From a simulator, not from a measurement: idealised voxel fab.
process module | voxel wiring stack
cross-section cut | 235 nm wide | cells 5 nm
A cross-section is a grid of square cells, given in bands from the top down. A band is one or more rows of cells.
Each band's line starts with the height of the band's top and of its bottom, in nm. Then come its materials from left to right, each with its width in nm. One material with "throughout" fills the band from edge to edge. "air" is empty space.
Height 0 is the level under which the wafer as received is all one material. The lowest band goes on downwards, as in "0 down".
A width such as "30 to 40" changes by the same amount from each row of cells to the next, from the band's top row to its bottom row.
"no change" after a step means that no cell of the cross-section changed.
closed voids: empty space of 8 cells or more with no open way to the top, each as width x height at its distance from the left edge, in nm
after a step's settings: what the simulator itself notes on the step
overlay nm, on a step with a mask: how far to the right of its planned place the mask lay; to the left if negative
plan
1 op RECEIVE | material Si
2 op CONFORMAL_DEP | material SiO2 | thk nm 15
3 op DIRECTIONAL_DEP | material TiN | thk nm 5
4 op DIRECTIONAL_DEP | material W | thk nm 25
5 op PATTERN | tone cover | mask id METAL_1 | material resist | width nm 20 | pitch nm 40 | thk nm 15 | overlay nm 0
6 op DIRECTIONAL_ETCH | etch materials W | depth nm 25
7 op DIRECTIONAL_ETCH | etch materials TiN | depth nm 5
8 op STRIP | etch materials resist
9 op FILL_DEP | material lowk | thk nm 5
10 op CMP | height nm 45
11 op CONFORMAL_DEP | material SiCN | thk nm 5
12 op DIRECTIONAL_DEP | material SiO2 | thk nm 15
13 op PATTERN | tone open | mask id PLUG_1 | material resist | width nm 15 | pitch nm 40 | thk nm 20 | overlay nm 0
14 op DIRECTIONAL_ETCH | etch materials SiO2 | depth nm 15
15 op DIRECTIONAL_ETCH | etch materials SiCN | depth nm 5
16 op STRIP | etch materials resist
17 op CONFORMAL_DEP | material TiN | thk nm 5
18 op FILL_DEP | material W | thk nm 10
19 op CMP | height nm 65
20 op CONFORMAL_DEP | material SiCN | thk nm 5
21 op DIRECTIONAL_DEP | material SiO2 | thk nm 20
22 op PATTERN | tone open | mask id METAL_2 | material resist | width nm 20 | pitch nm 40 | thk nm 15 | overlay nm 0
23 op DIRECTIONAL_ETCH | etch materials SiO2 | depth nm 20
24 op DIRECTIONAL_ETCH | etch materials SiCN | depth nm 5
25 op STRIP | etch materials resist
26 op CONFORMAL_DEP | material TiN | thk nm 5
27 op FILL_DEP | material Cu | thk nm 10
28 op CMP | height nm 90
29 op EPI | material Ru | thk nm 5
30 op FILL_DEP | material SiCN | thk nm 5
31 op DIRECTIONAL_DEP | material lowk | thk nm 30
32 op PATTERN | tone open | mask id METAL_3 | material resist | width nm 20 | pitch nm 40 | thk nm 20 | overlay nm 0
33 op DIRECTIONAL_ETCH | etch materials lowk | depth nm 20
34 op STRIP | etch materials resist
35 op DIRECTIONAL_DEP | material aC | thk nm 10
36 op PATTERN | tone open | mask id METAL_3_HOLES | material resist | width nm 15 | thk nm 25 | overlay nm 0
37 op DIRECTIONAL_ETCH | etch materials aC | depth nm 10
38 op STRIP | etch materials resist
39 op DIRECTIONAL_ETCH | etch materials lowk | depth nm 10
40 op DIRECTIONAL_ETCH | etch materials SiCN | depth nm 5
41 op STRIP | etch materials aC
42 op CONFORMAL_DEP | material TiN | thk nm 5
43 op FILL_DEP | material Ru | thk nm 5
44 op CMP | height nm 130
45 op CONFORMAL_DEP | material SiCN | thk nm 5
46 op DIRECTIONAL_DEP | material lowk | thk nm 10
47 op DIRECTIONAL_DEP | material aC | thk nm 10
48 op PATTERN | tone open | mask id PLUG_3 | material resist | width nm 15 | pitch nm 40 | thk nm 25 | overlay nm 0
49 op DIRECTIONAL_ETCH | etch materials aC | depth nm 10
50 op STRIP | etch materials resist
51 op DIRECTIONAL_ETCH | etch materials lowk | depth nm 10
52 op DIRECTIONAL_ETCH | etch materials SiCN | depth nm 5
53 op STRIP | etch materials aC
54 op CONFORMAL_DEP | material TiN | thk nm 5
55 op FILL_DEP | material Cu | thk nm 5
56 op CMP | height nm 145
57 op DIRECTIONAL_DEP | material TiN | thk nm 5
58 op DIRECTIONAL_DEP | material Ru | thk nm 15
59 op DIRECTIONAL_DEP | material aC | thk nm 10
60 op PATTERN | tone cover | mask id METAL_4 | material resist | width nm 20 | pitch nm 40 | thk nm 30 | overlay nm 0
61 op DIRECTIONAL_ETCH | etch materials aC | depth nm 10
62 op STRIP | etch materials resist
63 op DIRECTIONAL_ETCH | etch materials Ru | depth nm 15
64 op DIRECTIONAL_ETCH | etch materials TiN | depth nm 5
65 op STRIP | etch materials aC
66 op CONFORMAL_DEP | material SiN | thk nm 5
67 op FILL_DEP | material SiO2 | thk nm 10
68 op CMP | height nm 165
69 op CONFORMAL_DEP | material SiCN | thk nm 5
first wafer, as planned
as received, after step 1
  0 down: Si throughout
  closed voids: none
after step 2
  15 to 0: SiO2 throughout
  below 0: unchanged
after step 3
  20 to 15: TiN throughout
  below 15: unchanged
after step 4
  45 to 20: W throughout
  below 20: unchanged
after step 5
  60 to 45: air 85 | resist 20 | air 20 | resist 20 | air 90
  below 45: unchanged
after step 6
  60 to 45: air 85 | resist 20 | air 20 | resist 20 | air 90
  45 to 20: air 85 | W 20 | air 20 | W 20 | air 90
  below 20: unchanged
after step 7
  60 to 45: air 85 | resist 20 | air 20 | resist 20 | air 90
  45 to 20: air 85 | W 20 | air 20 | W 20 | air 90
  20 to 15: air 85 | TiN 20 | air 20 | TiN 20 | air 90
  below 15: unchanged
after step 8
  45 to 20: air 85 | W 20 | air 20 | W 20 | air 90
  below 20: unchanged
after step 9
  50 to 45: lowk throughout
  45 to 20: lowk 85 | W 20 | lowk 20 | W 20 | lowk 90
  20 to 15: lowk 85 | TiN 20 | lowk 20 | TiN 20 | lowk 90
  below 15: unchanged
after step 10
  45 to 20: lowk 85 | W 20 | lowk 20 | W 20 | lowk 90
  below 20: unchanged
after step 11
  50 to 45: SiCN throughout
  below 45: unchanged
after step 12
  65 to 50: SiO2 throughout
  below 50: unchanged
after step 13
  85 to 65: resist 85 | air 15 | resist 25 | air 15 | resist 95
  below 65: unchanged
after step 14
  85 to 65: resist 85 | air 15 | resist 25 | air 15 | resist 95
  65 to 50: SiO2 85 | air 15 | SiO2 25 | air 15 | SiO2 95
  below 50: unchanged
after step 15
  85 to 65: resist 85 | air 15 | resist 25 | air 15 | resist 95
  65 to 50: SiO2 85 | air 15 | SiO2 25 | air 15 | SiO2 95
  50 to 45: SiCN 85 | air 15 | SiCN 25 | air 15 | SiCN 95
  below 45: unchanged
after step 16
  65 to 50: SiO2 85 | air 15 | SiO2 25 | air 15 | SiO2 95
  below 50: unchanged
after step 17
  70 to 65: TiN 90 | air 5 | TiN 35 | air 5 | TiN 100
  65 to 50: SiO2 85 | TiN 5 | air 5 | TiN 5 | SiO2 25 | TiN 5 | air 5 | TiN 5 | SiO2 95
  50 to 45: SiCN 85 | TiN 15 | SiCN 25 | TiN 15 | SiCN 95
  below 45: unchanged
after step 18
  80 to 70: W throughout
  70 to 65: TiN 90 | W 5 | TiN 35 | W 5 | TiN 100
  65 to 50: SiO2 85 | TiN 5 | W 5 | TiN 5 | SiO2 25 | TiN 5 | W 5 | TiN 5 | SiO2 95
  below 50: unchanged
after step 19
  65 to 50: SiO2 85 | TiN 5 | W 5 | TiN 5 | SiO2 25 | TiN 5 | W 5 | TiN 5 | SiO2 95
  below 50: unchanged
after step 20
  70 to 65: SiCN throughout
  below 65: unchanged
after step 21
  90 to 70: SiO2 throughout
  below 70: unchanged
after step 22
  105 to 90: resist 85 | air 20 | resist 20 | air 20 | resist 90
  below 90: unchanged
after step 23
  105 to 90: resist 85 | air 20 | resist 20 | air 20 | resist 90
  90 to 70: SiO2 85 | air 20 | SiO2 20 | air 20 | SiO2 90
  below 70: unchanged
after step 24
  105 to 90: resist 85 | air 20 | resist 20 | air 20 | resist 90
  90 to 70: SiO2 85 | air 20 | SiO2 20 | air 20 | SiO2 90
  70 to 65: SiCN 85 | air 20 | SiCN 20 | air 20 | SiCN 90
  below 65: unchanged
after step 25
  90 to 70: SiO2 85 | air 20 | SiO2 20 | air 20 | SiO2 90
  below 70: unchanged
after step 26
  95 to 90: TiN 90 | air 10 | TiN 30 | air 10 | TiN 95
  90 to 70: SiO2 85 | TiN 5 | air 10 | TiN 5 | SiO2 20 | TiN 5 | air 10 | TiN 5 | SiO2 90
  70 to 65: SiCN 85 | TiN 20 | SiCN 20 | TiN 20 | SiCN 90
  below 65: unchanged
after step 27
  105 to 95: Cu throughout
  95 to 90: TiN 90 | Cu 10 | TiN 30 | Cu 10 | TiN 95
  90 to 70: SiO2 85 | TiN 5 | Cu 10 | TiN 5 | SiO2 20 | TiN 5 | Cu 10 | TiN 5 | SiO2 90
  below 70: unchanged
after step 28
  90 to 70: SiO2 85 | TiN 5 | Cu 10 | TiN 5 | SiO2 20 | TiN 5 | Cu 10 | TiN 5 | SiO2 90
  below 70: unchanged
after step 29
  95 to 90: air 80 | Ru 30 | air 10 | Ru 30 | air 85
  below 90: unchanged
after step 30
  100 to 95: SiCN throughout
  95 to 90: SiCN 80 | Ru 30 | SiCN 10 | Ru 30 | SiCN 85
  below 90: unchanged
after step 31
  130 to 100: lowk throughout
  below 100: unchanged
after step 32
  150 to 130: resist 85 | air 20 | resist 20 | air 20 | resist 90
  below 130: unchanged
after step 33
  150 to 130: resist 85 | air 20 | resist 20 | air 20 | resist 90
  130 to 110: lowk 85 | air 20 | lowk 20 | air 20 | lowk 90
  below 110: unchanged
after step 34
  130 to 110: lowk 85 | air 20 | lowk 20 | air 20 | lowk 90
  below 110: unchanged
after step 35
  140 to 130: aC 85 | air 20 | aC 20 | air 20 | aC 90
  130 to 120: lowk 85 | air 20 | lowk 20 | air 20 | lowk 90
  120 to 110: lowk 85 | aC 20 | lowk 20 | aC 20 | lowk 90
  below 110: unchanged
after step 36
  165 to 140: resist 85 | air 15 | resist 135
  140 to 130: aC 85 | air 15 | resist 5 | aC 20 | resist 20 | aC 90
  130 to 120: lowk 85 | air 15 | resist 5 | lowk 20 | resist 20 | lowk 90
  below 120: unchanged
after step 37
  155 to 140: resist 85 | air 15 | resist 135
  140 to 130: aC 85 | air 15 | resist 5 | aC 20 | resist 20 | aC 90
  130 to 120: lowk 85 | air 15 | resist 5 | lowk 20 | resist 20 | lowk 90
  120 to 110: lowk 85 | air 15 | aC 5 | lowk 20 | aC 20 | lowk 90
  below 110: unchanged
after step 38
  140 to 130: aC 85 | air 20 | aC 20 | air 20 | aC 90
  130 to 120: lowk 85 | air 20 | lowk 20 | air 20 | lowk 90
  below 120: unchanged
after step 39
  140 to 130: aC 85 | air 20 | aC 20 | air 20 | aC 90
  130 to 120: lowk 85 | air 20 | lowk 20 | air 20 | lowk 90
  120 to 110: lowk 85 | air 15 | aC 5 | lowk 20 | aC 20 | lowk 90
  110 to 100: lowk 85 | air 15 | lowk 135
  below 100: unchanged
after step 40
  140 to 130: aC 85 | air 20 | aC 20 | air 20 | aC 90
  130 to 120: lowk 85 | air 20 | lowk 20 | air 20 | lowk 90
  120 to 110: lowk 85 | air 15 | aC 5 | lowk 20 | aC 20 | lowk 90
  110 to 100: lowk 85 | air 15 | lowk 135
  100 to 95: SiCN 85 | air 15 | SiCN 135
  below 95: unchanged
after step 41
  130 to 110: lowk 85 | air 20 | lowk 20 | air 20 | lowk 90
  below 110: unchanged
after step 42
  135 to 130: TiN 90 | air 10 | TiN 30 | air 10 | TiN 95
  130 to 115: lowk 85 | TiN 5 | air 10 | TiN 5 | lowk 20 | TiN 5 | air 10 | TiN 5 | lowk 90
  115 to 110: lowk 85 | TiN 5 | air 5 | TiN 10 | lowk 20 | TiN 20 | lowk 90
  110 to 100: lowk 85 | TiN 5 | air 5 | TiN 5 | lowk 135
  100 to 95: SiCN 85 | TiN 15 | SiCN 135
  below 95: unchanged
after step 43
  140 to 135: Ru throughout
  135 to 130: TiN 90 | Ru 10 | TiN 30 | Ru 10 | TiN 95
  130 to 115: lowk 85 | TiN 5 | Ru 10 | TiN 5 | lowk 20 | TiN 5 | Ru 10 | TiN 5 | lowk 90
  115 to 110: lowk 85 | TiN 5 | Ru 5 | TiN 10 | lowk 20 | TiN 20 | lowk 90
  110 to 100: lowk 85 | TiN 5 | Ru 5 | TiN 5 | lowk 135
  below 100: unchanged
after step 44
  130 to 115: lowk 85 | TiN 5 | Ru 10 | TiN 5 | lowk 20 | TiN 5 | Ru 10 | TiN 5 | lowk 90
  below 115: unchanged
after step 45
  135 to 130: SiCN throughout
  below 130: unchanged
after step 46
  145 to 135: lowk throughout
  below 135: unchanged
after step 47
  155 to 145: aC throughout
  below 145: unchanged
after step 48
  180 to 155: resist 85 | air 15 | resist 25 | air 15 | resist 95
  below 155: unchanged
after step 49
  170 to 155: resist 85 | air 15 | resist 25 | air 15 | resist 95
  155 to 145: aC 85 | air 15 | aC 25 | air 15 | aC 95
  below 145: unchanged
after step 50
  155 to 145: aC 85 | air 15 | aC 25 | air 15 | aC 95
  below 145: unchanged
after step 51
  155 to 145: aC 85 | air 15 | aC 25 | air 15 | aC 95
  145 to 135: lowk 85 | air 15 | lowk 25 | air 15 | lowk 95
  below 135: unchanged
after step 52
  155 to 145: aC 85 | air 15 | aC 25 | air 15 | aC 95
  145 to 135: lowk 85 | air 15 | lowk 25 | air 15 | lowk 95
  135 to 130: SiCN 85 | air 15 | SiCN 25 | air 15 | SiCN 95
  below 130: unchanged
after step 53
  145 to 135: lowk 85 | air 15 | lowk 25 | air 15 | lowk 95
  below 135: unchanged
after step 54
  150 to 145: TiN 90 | air 5 | TiN 35 | air 5 | TiN 100
  145 to 135: lowk 85 | TiN 5 | air 5 | TiN 5 | lowk 25 | TiN 5 | air 5 | TiN 5 | lowk 95
  135 to 130: SiCN 85 | TiN 15 | SiCN 25 | TiN 15 | SiCN 95
  below 130: unchanged
after step 55
  155 to 150: Cu throughout
  150 to 145: TiN 90 | Cu 5 | TiN 35 | Cu 5 | TiN 100
  145 to 135: lowk 85 | TiN 5 | Cu 5 | TiN 5 | lowk 25 | TiN 5 | Cu 5 | TiN 5 | lowk 95
  below 135: unchanged
after step 56
  145 to 135: lowk 85 | TiN 5 | Cu 5 | TiN 5 | lowk 25 | TiN 5 | Cu 5 | TiN 5 | lowk 95
  below 135: unchanged
after step 57
  150 to 145: TiN throughout
  below 145: unchanged
after step 58
  165 to 150: Ru throughout
  below 150: unchanged
after step 59
  175 to 165: aC throughout
  below 165: unchanged
after step 60
  205 to 175: air 85 | resist 20 | air 20 | resist 20 | air 90
  below 175: unchanged
after step 61
  195 to 175: air 85 | resist 20 | air 20 | resist 20 | air 90
  175 to 165: air 85 | aC 20 | air 20 | aC 20 | air 90
  below 165: unchanged
after step 62
  175 to 165: air 85 | aC 20 | air 20 | aC 20 | air 90
  below 165: unchanged
after step 63
  175 to 165: air 85 | aC 20 | air 20 | aC 20 | air 90
  165 to 150: air 85 | Ru 20 | air 20 | Ru 20 | air 90
  below 150: unchanged
after step 64
  175 to 165: air 85 | aC 20 | air 20 | aC 20 | air 90
  165 to 150: air 85 | Ru 20 | air 20 | Ru 20 | air 90
  150 to 145: air 85 | TiN 20 | air 20 | TiN 20 | air 90
  below 145: unchanged
after step 65
  165 to 150: air 85 | Ru 20 | air 20 | Ru 20 | air 90
  below 150: unchanged
after step 66
  170 to 165: air 80 | SiN 30 | air 10 | SiN 30 | air 85
  165 to 150: air 80 | SiN 5 | Ru 20 | SiN 5 | air 10 | SiN 5 | Ru 20 | SiN 5 | air 85
  150 to 145: SiN 85 | TiN 20 | SiN 20 | TiN 20 | SiN 90
  below 145: unchanged
after step 67
  180 to 170: SiO2 throughout
  170 to 165: SiO2 80 | SiN 30 | SiO2 10 | SiN 30 | SiO2 85
  165 to 150: SiO2 80 | SiN 5 | Ru 20 | SiN 5 | SiO2 10 | SiN 5 | Ru 20 | SiN 5 | SiO2 85
  below 150: unchanged
after step 68
  165 to 150: SiO2 80 | SiN 5 | Ru 20 | SiN 5 | SiO2 10 | SiN 5 | Ru 20 | SiN 5 | SiO2 85
  below 150: unchanged
after step 69
  170 to 165: SiCN throughout
  below 165: unchanged
second wafer: like start, like plan, one mistake. Through step 1 it matches the first wafer
when step 2 should have ended
  30 to 0: SiO2 throughout
  below 0: unchanged
when step 3 should have ended
  35 to 30: TiN throughout
  below 30: unchanged
when step 4 should have ended
  60 to 35: W throughout
  below 35: unchanged
when step 5 should have ended
  75 to 60: air 85 | resist 20 | air 20 | resist 20 | air 90
  below 60: unchanged
when step 6 should have ended
  75 to 60: air 85 | resist 20 | air 20 | resist 20 | air 90
  60 to 35: air 85 | W 20 | air 20 | W 20 | air 90
  below 35: unchanged
when step 7 should have ended
  75 to 60: air 85 | resist 20 | air 20 | resist 20 | air 90
  60 to 35: air 85 | W 20 | air 20 | W 20 | air 90
  35 to 30: air 85 | TiN 20 | air 20 | TiN 20 | air 90
  below 30: unchanged
when step 8 should have ended
  60 to 35: air 85 | W 20 | air 20 | W 20 | air 90
  below 35: unchanged
when step 9 should have ended
  65 to 60: lowk throughout
  60 to 35: lowk 85 | W 20 | lowk 20 | W 20 | lowk 90
  35 to 30: lowk 85 | TiN 20 | lowk 20 | TiN 20 | lowk 90
  below 30: unchanged
when step 10 should have ended
  45 to 35: lowk 85 | W 20 | lowk 20 | W 20 | lowk 90
  below 35: unchanged
when step 11 should have ended
  50 to 45: SiCN throughout
  below 45: unchanged
when step 12 should have ended
  65 to 50: SiO2 throughout
  below 50: unchanged
when step 13 should have ended
  85 to 65: resist 85 | air 15 | resist 25 | air 15 | resist 95
  below 65: unchanged
when step 14 should have ended
  85 to 65: resist 85 | air 15 | resist 25 | air 15 | resist 95
  65 to 50: SiO2 85 | air 15 | SiO2 25 | air 15 | SiO2 95
  below 50: unchanged
when step 15 should have ended
  85 to 65: resist 85 | air 15 | resist 25 | air 15 | resist 95
  65 to 50: SiO2 85 | air 15 | SiO2 25 | air 15 | SiO2 95
  50 to 45: SiCN 85 | air 15 | SiCN 25 | air 15 | SiCN 95
  below 45: unchanged
when step 16 should have ended
  65 to 50: SiO2 85 | air 15 | SiO2 25 | air 15 | SiO2 95
  below 50: unchanged
when step 17 should have ended
  70 to 65: TiN 90 | air 5 | TiN 35 | air 5 | TiN 100
  65 to 50: SiO2 85 | TiN 5 | air 5 | TiN 5 | SiO2 25 | TiN 5 | air 5 | TiN 5 | SiO2 95
  50 to 45: SiCN 85 | TiN 15 | SiCN 25 | TiN 15 | SiCN 95
  below 45: unchanged
when step 18 should have ended
  80 to 70: W throughout
  70 to 65: TiN 90 | W 5 | TiN 35 | W 5 | TiN 100
  65 to 50: SiO2 85 | TiN 5 | W 5 | TiN 5 | SiO2 25 | TiN 5 | W 5 | TiN 5 | SiO2 95
  below 50: unchanged
when step 19 should have ended
  65 to 50: SiO2 85 | TiN 5 | W 5 | TiN 5 | SiO2 25 | TiN 5 | W 5 | TiN 5 | SiO2 95
  below 50: unchanged
when step 20 should have ended
  70 to 65: SiCN throughout
  below 65: unchanged
when step 21 should have ended
  90 to 70: SiO2 throughout
  below 70: unchanged
when step 22 should have ended
  105 to 90: resist 85 | air 20 | resist 20 | air 20 | resist 90
  below 90: unchanged
when step 23 should have ended
  105 to 90: resist 85 | air 20 | resist 20 | air 20 | resist 90
  90 to 70: SiO2 85 | air 20 | SiO2 20 | air 20 | SiO2 90
  below 70: unchanged
when step 24 should have ended
  105 to 90: resist 85 | air 20 | resist 20 | air 20 | resist 90
  90 to 70: SiO2 85 | air 20 | SiO2 20 | air 20 | SiO2 90
  70 to 65: SiCN 85 | air 20 | SiCN 20 | air 20 | SiCN 90
  below 65: unchanged
when step 25 should have ended
  90 to 70: SiO2 85 | air 20 | SiO2 20 | air 20 | SiO2 90
  below 70: unchanged
when step 26 should have ended
  95 to 90: TiN 90 | air 10 | TiN 30 | air 10 | TiN 95
  90 to 70: SiO2 85 | TiN 5 | air 10 | TiN 5 | SiO2 20 | TiN 5 | air 10 | TiN 5 | SiO2 90
  70 to 65: SiCN 85 | TiN 20 | SiCN 20 | TiN 20 | SiCN 90
  below 65: unchanged
when step 27 should have ended
  105 to 95: Cu throughout
  95 to 90: TiN 90 | Cu 10 | TiN 30 | Cu 10 | TiN 95
  90 to 70: SiO2 85 | TiN 5 | Cu 10 | TiN 5 | SiO2 20 | TiN 5 | Cu 10 | TiN 5 | SiO2 90
  below 70: unchanged
when step 28 should have ended
  90 to 70: SiO2 85 | TiN 5 | Cu 10 | TiN 5 | SiO2 20 | TiN 5 | Cu 10 | TiN 5 | SiO2 90
  below 70: unchanged
when step 29 should have ended
  95 to 90: air 80 | Ru 30 | air 10 | Ru 30 | air 85
  below 90: unchanged
when step 30 should have ended
  100 to 95: SiCN throughout
  95 to 90: SiCN 80 | Ru 30 | SiCN 10 | Ru 30 | SiCN 85
  below 90: unchanged
when step 31 should have ended
  130 to 100: lowk throughout
  below 100: unchanged
when step 32 should have ended
  150 to 130: resist 85 | air 20 | resist 20 | air 20 | resist 90
  below 130: unchanged
when step 33 should have ended
  150 to 130: resist 85 | air 20 | resist 20 | air 20 | resist 90
  130 to 110: lowk 85 | air 20 | lowk 20 | air 20 | lowk 90
  below 110: unchanged
when step 34 should have ended
  130 to 110: lowk 85 | air 20 | lowk 20 | air 20 | lowk 90
  below 110: unchanged
when step 35 should have ended
  140 to 130: aC 85 | air 20 | aC 20 | air 20 | aC 90
  130 to 120: lowk 85 | air 20 | lowk 20 | air 20 | lowk 90
  120 to 110: lowk 85 | aC 20 | lowk 20 | aC 20 | lowk 90
  below 110: unchanged
when step 36 should have ended
  165 to 140: resist 85 | air 15 | resist 135
  140 to 130: aC 85 | air 15 | resist 5 | aC 20 | resist 20 | aC 90
  130 to 120: lowk 85 | air 15 | resist 5 | lowk 20 | resist 20 | lowk 90
  below 120: unchanged
when step 37 should have ended
  155 to 140: resist 85 | air 15 | resist 135
  140 to 130: aC 85 | air 15 | resist 5 | aC 20 | resist 20 | aC 90
  130 to 120: lowk 85 | air 15 | resist 5 | lowk 20 | resist 20 | lowk 90
  120 to 110: lowk 85 | air 15 | aC 5 | lowk 20 | aC 20 | lowk 90
  below 110: unchanged
when step 38 should have ended
  140 to 130: aC 85 | air 20 | aC 20 | air 20 | aC 90
  130 to 120: lowk 85 | air 20 | lowk 20 | air 20 | lowk 90
  below 120: unchanged
when step 39 should have ended
  140 to 130: aC 85 | air 20 | aC 20 | air 20 | aC 90
  130 to 120: lowk 85 | air 20 | lowk 20 | air 20 | lowk 90
  120 to 110: lowk 85 | air 15 | aC 5 | lowk 20 | aC 20 | lowk 90
  110 to 100: lowk 85 | air 15 | lowk 135
  below 100: unchanged
when step 40 should have ended
  140 to 130: aC 85 | air 20 | aC 20 | air 20 | aC 90
  130 to 120: lowk 85 | air 20 | lowk 20 | air 20 | lowk 90
  120 to 110: lowk 85 | air 15 | aC 5 | lowk 20 | aC 20 | lowk 90
  110 to 100: lowk 85 | air 15 | lowk 135
  100 to 95: SiCN 85 | air 15 | SiCN 135
  below 95: unchanged
when step 41 should have ended
  130 to 110: lowk 85 | air 20 | lowk 20 | air 20 | lowk 90
  below 110: unchanged
when step 42 should have ended
  135 to 130: TiN 90 | air 10 | TiN 30 | air 10 | TiN 95
  130 to 115: lowk 85 | TiN 5 | air 10 | TiN 5 | lowk 20 | TiN 5 | air 10 | TiN 5 | lowk 90
  115 to 110: lowk 85 | TiN 5 | air 5 | TiN 10 | lowk 20 | TiN 20 | lowk 90
  110 to 100: lowk 85 | TiN 5 | air 5 | TiN 5 | lowk 135
  100 to 95: SiCN 85 | TiN 15 | SiCN 135
  below 95: unchanged
when step 43 should have ended
  140 to 135: Ru throughout
  135 to 130: TiN 90 | Ru 10 | TiN 30 | Ru 10 | TiN 95
  130 to 115: lowk 85 | TiN 5 | Ru 10 | TiN 5 | lowk 20 | TiN 5 | Ru 10 | TiN 5 | lowk 90
  115 to 110: lowk 85 | TiN 5 | Ru 5 | TiN 10 | lowk 20 | TiN 20 | lowk 90
  110 to 100: lowk 85 | TiN 5 | Ru 5 | TiN 5 | lowk 135
  below 100: unchanged
when step 44 should have ended
  130 to 115: lowk 85 | TiN 5 | Ru 10 | TiN 5 | lowk 20 | TiN 5 | Ru 10 | TiN 5 | lowk 90
  below 115: unchanged
when step 45 should have ended
  135 to 130: SiCN throughout
  below 130: unchanged
when step 46 should have ended
  145 to 135: lowk throughout
  below 135: unchanged
when step 47 should have ended
  155 to 145: aC throughout
  below 145: unchanged
when step 48 should have ended
  180 to 155: resist 85 | air 15 | resist 25 | air 15 | resist 95
  below 155: unchanged
when step 49 should have ended
  170 to 155: resist 85 | air 15 | resist 25 | air 15 | resist 95
  155 to 145: aC 85 | air 15 | aC 25 | air 15 | aC 95
  below 145: unchanged
when step 50 should have ended
  155 to 145: aC 85 | air 15 | aC 25 | air 15 | aC 95
  below 145: unchanged
when step 51 should have ended
  155 to 145: aC 85 | air 15 | aC 25 | air 15 | aC 95
  145 to 135: lowk 85 | air 15 | lowk 25 | air 15 | lowk 95
  below 135: unchanged
when step 52 should have ended
  155 to 145: aC 85 | air 15 | aC 25 | air 15 | aC 95
  145 to 135: lowk 85 | air 15 | lowk 25 | air 15 | lowk 95
  135 to 130: SiCN 85 | air 15 | SiCN 25 | air 15 | SiCN 95
  below 130: unchanged
when step 53 should have ended
  145 to 135: lowk 85 | air 15 | lowk 25 | air 15 | lowk 95
  below 135: unchanged
when step 54 should have ended
  150 to 145: TiN 90 | air 5 | TiN 35 | air 5 | TiN 100
  145 to 135: lowk 85 | TiN 5 | air 5 | TiN 5 | lowk 25 | TiN 5 | air 5 | TiN 5 | lowk 95
  135 to 130: SiCN 85 | TiN 15 | SiCN 25 | TiN 15 | SiCN 95
  below 130: unchanged
when step 55 should have ended
  155 to 150: Cu throughout
  150 to 145: TiN 90 | Cu 5 | TiN 35 | Cu 5 | TiN 100
  145 to 135: lowk 85 | TiN 5 | Cu 5 | TiN 5 | lowk 25 | TiN 5 | Cu 5 | TiN 5 | lowk 95
  below 135: unchanged
when step 56 should have ended
  145 to 135: lowk 85 | TiN 5 | Cu 5 | TiN 5 | lowk 25 | TiN 5 | Cu 5 | TiN 5 | lowk 95
  below 135: unchanged
when step 57 should have ended
  150 to 145: TiN throughout
  below 145: unchanged
when step 58 should have ended
  165 to 150: Ru throughout
  below 150: unchanged
when step 59 should have ended
  175 to 165: aC throughout
  below 165: unchanged
when step 60 should have ended
  205 to 175: air 85 | resist 20 | air 20 | resist 20 | air 90
  below 175: unchanged
when step 61 should have ended
  195 to 175: air 85 | resist 20 | air 20 | resist 20 | air 90
  175 to 165: air 85 | aC 20 | air 20 | aC 20 | air 90
  below 165: unchanged
when step 62 should have ended
  175 to 165: air 85 | aC 20 | air 20 | aC 20 | air 90
  below 165: unchanged
when step 63 should have ended
  175 to 165: air 85 | aC 20 | air 20 | aC 20 | air 90
  165 to 150: air 85 | Ru 20 | air 20 | Ru 20 | air 90
  below 150: unchanged
when step 64 should have ended
  175 to 165: air 85 | aC 20 | air 20 | aC 20 | air 90
  165 to 150: air 85 | Ru 20 | air 20 | Ru 20 | air 90
  150 to 145: air 85 | TiN 20 | air 20 | TiN 20 | air 90
  below 145: unchanged
when step 65 should have ended
  165 to 150: air 85 | Ru 20 | air 20 | Ru 20 | air 90
  below 150: unchanged
when step 66 should have ended
  170 to 165: air 80 | SiN 30 | air 10 | SiN 30 | air 85
  165 to 150: air 80 | SiN 5 | Ru 20 | SiN 5 | air 10 | SiN 5 | Ru 20 | SiN 5 | air 85
  150 to 145: SiN 85 | TiN 20 | SiN 20 | TiN 20 | SiN 90
  below 145: unchanged
when step 67 should have ended
  180 to 170: SiO2 throughout
  170 to 165: SiO2 80 | SiN 30 | SiO2 10 | SiN 30 | SiO2 85
  165 to 150: SiO2 80 | SiN 5 | Ru 20 | SiN 5 | SiO2 10 | SiN 5 | Ru 20 | SiN 5 | SiO2 85
  below 150: unchanged
when step 68 should have ended
  165 to 150: SiO2 80 | SiN 5 | Ru 20 | SiN 5 | SiO2 10 | SiN 5 | Ru 20 | SiN 5 | SiO2 85
  below 150: unchanged
when step 69 should have ended
  170 to 165: SiCN throughout
  below 165: unchanged
what went wrong: step 2 was run twice
at the end the second wafer has, in cells: 141 more of SiO2 | 24 fewer of W | 117 fewer of lowk
